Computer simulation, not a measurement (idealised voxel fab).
Process module in this document: voxel plated lines
The figure presents cross-section cut, which has a width of 240 nm and is divided into square cells with an edge length of 5 nm.
Cross-section layout: square cells on a grid; listed as bands, top to bottom; a band spans one or more cell rows.
In this notation a band is specified by the heights of its top and bottom, in that order and in nm, after which its materials appear from left to right, each paired with its width in nm. The word "all across" attached to a single material means that material fills the band from edge to edge; the word "blank" stands for empty space.
Measure heights from 0. That's the level where, below it, the as-received wafer is all one material. The lowest band is bottomless and extends downward; write it as in "0 -> down".
A two-number width, for instance "30->40", indicates that the width is equal to the first number in the top row of the band and to the second number in the bottom row, and that it changes by a constant amount per row of cells.
Step marked "remains unaltered"? Then no cell in the cross-section changed in it.
In "Closed internal cavities" the enclosed voids are listed, meaning empty spaces of 8 cells or larger without any opening to the top. The form is width x height at distance, distance from the left edge, units nm.
If you see something after the settings on a step's line, that's the simulator's own remark about that step.
For masked steps, "overlay nm" on the step line gives how far right of plan the mask actually lay; a minus sign means it lay to the left.
### The process steps that were planned are listed below
1 RECEIVE [material Si]
2 CONFORMAL_DEP [material SiN] [thk nm 5]
3 DIRECTIONAL_DEP [material TiN] [thk nm 5]
4 PATTERN [tone open] [mask id LINES] [material resist] [width nm 15] [pitch nm 35] [thk nm 35] [overlay nm 0]
5 EPI [material Ru] [thk nm 5]
6 EPI [material Ru] [thk nm 5]
7 EPI [material Ru] [thk nm 10]
8 STRIP [etch materials resist]
9 DIRECTIONAL_ETCH [etch materials TiN] [depth nm 5]
10 CONFORMAL_DEP [material SiCN] [thk nm 5]
### Cross-section: wafer on arrival = after step 1
  0 -> down: Si all across
  Closed internal cavities: none
### Final wafer profile in cross-section after the module, from the same start and plan as above, with one mistake made during processing
  45 -> 40: blank=90, then SiCN=25, then blank=10, then SiCN=25, then blank=90
  40 -> 10: blank=90, then SiCN=5, then Ru=15, then SiCN=5, then blank=10, then SiCN=5, then Ru=15, then SiCN=5, then blank=90
  10 -> 5: SiCN=95, then TiN=15, then SiCN=20, then TiN=15, then SiCN=95
  5 -> 0: SiN all across
  0 -> down: Si all across
  Closed internal cavities: none
In executing the process, a mistake was made relative to the plan: in the plan, step 7 was performed twice
